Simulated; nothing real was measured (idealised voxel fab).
Presented below is a process module, voxel self aligned contacts.
FYI the section here is cut, 220 nm wide, cells are 5 nm squares.
Throughout this document, each cross-section is represented as a grid of square cells and is presented as a sequence of bands enumerated from the top downward, where a band comprises one or more rows of cells.
Read a band's entry like this: the first values are the height of its top and the height of its bottom in nm, and what follows is the sequence of materials from left to right, each with its width in nm. Note that "blank" is empty space, and that a single material marked "edge to edge" reaches across the band from edge to edge.
Height is counted from the level 0, under which the received wafer is composed throughout of one material. The lowest of the bands is not closed at the bottom but continues downward, in the notation "from 0 down".
The two numbers in a width such as "30->40" mark its ends across the band: the first belongs to the top row of cells, the second to the bottom row, and from each row to the next the width moves by the same amount.
Take "stayed the same" at face value: in the step it is given for, the cross-section changed in none of its cells.
For the entry "Trapped voids", the listed items are empty spaces with no open way to the top whose size is 8 cells or more; each item follows the pattern width x height at distance, where distance is from the left edge and all three are in nm.
Post-settings text on a step line: simulator's own remark regarding the step.
overlay nm, on a step with a mask: how far to the right of its planned place the mask lay; to the left if negative
**Planned step list for the process**
1: RECEIVE,material Si
2: CONFORMAL_DEP,material SiO2,thk nm 5
3: DIRECTIONAL_DEP,material polySi,thk nm 25
4: DIRECTIONAL_DEP,material SiN,thk nm 15
5: PATTERN,tone cover,mask id GATE,material resist,width nm 35,pitch nm 70,thk nm 20,overlay nm -5
6: DIRECTIONAL_ETCH,etch materials SiN,depth nm 15
7: DIRECTIONAL_ETCH,etch materials polySi,depth nm 25
8: STRIP,etch materials resist
9: CONFORMAL_DEP,material SiN,thk nm 5
10: DIRECTIONAL_ETCH,etch materials SiN,depth nm 5
11: FILL_DEP,material SiO2,thk nm 10
12: CMP,height nm 50
13: DIRECTIONAL_DEP,material aC,thk nm 10
14: PATTERN,tone open,mask id CONTACT,material resist,width nm 55,pitch nm 70,thk nm 30,overlay nm 0
15: DIRECTIONAL_ETCH,etch materials aC,depth nm 10
16: STRIP,etch materials resist
17: DIRECTIONAL_ETCH,etch materials SiO2,depth nm 50
18: STRIP,etch materials aC
19: CONFORMAL_DEP,material TiN,thk nm 5
20: FILL_DEP,material Ru,thk nm 10
21: CMP,height nm 50
22: CONFORMAL_DEP,material SiCN,thk nm 5
It is noted that the wafers described herein are identical at the outset and are distinguished by the overlay nm of step 5; the value stated in the plan corresponds to the first wafer.
**Cross-section, first of several wafers, as delivered after step 1**
	from 0 down | Si edge to edge
	Trapped voids: none
**Each row below is a wafer at the end of the module, listing for every material the number of cells it has gained (+) or lost (-) since it was received, followed by its closed voids**
overlay nm -5; +54 Ru; +44 SiCN; +111 SiN; +112 SiO2; +58 TiN; +105 polySi; Trapped voids: none
overlay nm 0; +54 Ru; +44 SiCN; +111 SiN; +112 SiO2; +58 TiN; +105 polySi; Trapped voids: none
overlay nm 5; +54 Ru; +44 SiCN; +111 SiN; +112 SiO2; +58 TiN; +105 polySi; Trapped voids: none
overlay nm 10; +54 Ru; +44 SiCN; +111 SiN; +112 SiO2; +58 TiN; +105 polySi; Trapped voids: none
